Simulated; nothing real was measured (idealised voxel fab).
voxel fin reveal: a process module
The width of the displayed cross-section, cut, is 280 nm; its cells are square, with a size of 5 nm.
A cross-section in this document is a grid of square cells, and it is written down as bands, the top band listed before the ones below it; a band is made up of one or more rows of cells. Look at the band entry: it leads with the top's height and the bottom's height in nm. Then it lists the materials left to right, with a width in nm for each. The word "all across" on a single material says that material fills the band edge to edge. The word "air" is empty space. We count height from 0. Below that, the starting wafer is all one material. The lowest band never ends at the bottom but goes on down; see "0 down" for how that is written. The notation "30 to 40" denotes a width that varies across the rows of cells in the band, beginning at the first number in the top row, finishing at the second number in the bottom row, and changing by an identical amount from each row to the next. Step note "stayed the same" = no cross-section cell changed. Entry "Sealed voids" = empty spaces >= 8 cells with no open way to the top; each as width x height at distance, distance from left edge, all nm. On a step's line, text after the settings is the simulator commenting on that step. The setting "overlay nm" may be written on the line of a step. When the step uses a mask, the value reports how far to the right of the planned place the mask lay, and a negative value reports that it lay to the left.
# Steps in the process plan
1) RECEIVE: material Si
2) CONFORMAL_DEP: material SiN, thk nm 5
3) PATTERN: tone cover, mask id FINS, material resist, width nm 15, pitch nm 40, thk nm 20, overlay nm 0
4) DIRECTIONAL_ETCH: etch materials SiN, depth nm 5
5) DIRECTIONAL_ETCH: etch materials Si, depth nm 40
6) STRIP: etch materials resist
7) OXIDIZE: depth nm 5
8) FILL_DEP: material SiO2, thk nm 15
9) CMP: height nm 5
10) SELECTIVE_ETCH: etch materials SiO2, depth nm 35
11) STRIP: etch materials SiN
# Run as planned: first of two wafers
# Wafer at receipt (post step 1), cross-section
* 0 down: Si all across
* Sealed voids: none
# So this is the wafer cross-section right after step 2
* 5 to 0: SiN all across
* Beneath the level 0, the cross-section is identical to its previous state.
# So this is the wafer cross-section right after step 3
* 25 to 5: air 70, then resist 15, then air 25, then resist 15, then air 25, then resist 15, then air 25, then resist 15, then air 75
* Beneath the level 5, the cross-section is identical to its previous state.
# So this is the wafer cross-section right after step 4
* 25 to 5: air 70, then resist 15, then air 25, then resist 15, then air 25, then resist 15, then air 25, then resist 15, then air 75
* 5 to 0: air 70, then SiN 15, then air 25, then SiN 15, then air 25, then SiN 15, then air 25, then SiN 15, then air 75
* Beneath the level 0, the cross-section is identical to its previous state.
# So this is the wafer cross-section right after step 5
* 25 to 5: air 70, then resist 15, then air 25, then resist 15, then air 25, then resist 15, then air 25, then resist 15, then air 75
* 5 to 0: air 70, then SiN 15, then air 25, then SiN 15, then air 25, then SiN 15, then air 25, then SiN 15, then air 75
* 0 to -40: air 70, then Si 15, then air 25, then Si 15, then air 25, then Si 15, then air 25, then Si 15, then air 75
* Beneath the level -40, the cross-section is identical to its previous state.
# So this is the wafer cross-section right after step 6
* 5 to 0: air 70, then SiN 15, then air 25, then SiN 15, then air 25, then SiN 15, then air 25, then SiN 15, then air 75
* Beneath the level 0, the cross-section is identical to its previous state.
# So this is the wafer cross-section right after step 7
* 5 to 0: air 70, then SiN 15, then air 25, then SiN 15, then air 25, then SiN 15, then air 25, then SiN 15, then air 75
* 0 to -40: air 70, then SiO2 5, then Si 5, then SiO2 5, then air 25, then SiO2 5, then Si 5, then SiO2 5, then air 25, then SiO2 5, then Si 5, then SiO2 5, then air 25, then SiO2 5, then Si 5, then SiO2 5, then air 75
* -40 to -45: SiO2 75, then Si 5, then SiO2 35, then Si 5, then SiO2 35, then Si 5, then SiO2 35, then Si 5, then SiO2 80
* Beneath the level -45, the cross-section is identical to its previous state.
# So this is the wafer cross-section right after step 8
* 20 to 5: SiO2 all across
* 5 to 0: SiO2 70, then SiN 15, then SiO2 25, then SiN 15, then SiO2 25, then SiN 15, then SiO2 25, then SiN 15, then SiO2 75
* 0 to -45: SiO2 75, then Si 5, then SiO2 35, then Si 5, then SiO2 35, then Si 5, then SiO2 35, then Si 5, then SiO2 80
* Beneath the level -45, the cross-section is identical to its previous state.
# So this is the wafer cross-section right after step 9
* 5 to 0: SiO2 70, then SiN 15, then SiO2 25, then SiN 15, then SiO2 25, then SiN 15, then SiO2 25, then SiN 15, then SiO2 75
* Beneath the level 0, the cross-section is identical to its previous state.
# So this is the wafer cross-section right after step 10
* 5 to 0: air 70, then SiN 15, then air 25, then SiN 15, then air 25, then SiN 15, then air 25, then SiN 15, then air 75
* 0 to -30: air 75, then Si 5, then air 35, then Si 5, then air 35, then Si 5, then air 35, then Si 5, then air 80
* Beneath the level -30, the cross-section is identical to its previous state.
# So this is the wafer cross-section right after step 11
* 0 to -30: air 75, then Si 5, then air 35, then Si 5, then air 35, then Si 5, then air 35, then Si 5, then air 80
* Beneath the level -30, the cross-section is identical to its previous state.
# Wafer two. Same start, same plan, one slip in execution. Same as wafer one through step 9, inclusive
# At the planned end of step 10, the second wafer in cross-section
* 5 to 0: SiO2 70, then air 15, then SiO2 25, then air 15, then SiO2 25, then air 15, then SiO2 25, then air 15, then SiO2 75
* Beneath the level 0, the cross-section is identical to its previous state.
# At the planned end of step 11, the second wafer in cross-section
* 0 to -30: air 75, then Si 5, then air 35, then Si 5, then air 35, then Si 5, then air 35, then Si 5, then air 80
* -30 to -35: SiO2 35, then air 40, then Si 5, then air 35, then Si 5, then air 35, then Si 5, then air 35, then Si 5, then air 40, then SiO2 40
* Beneath the level -35, the cross-section is identical to its previous state.
Run error: steps 10 and 11 traded places in the executed sequence
Final cells, second wafer relative to first, materials higher or lower: SiO2: 37 fewer
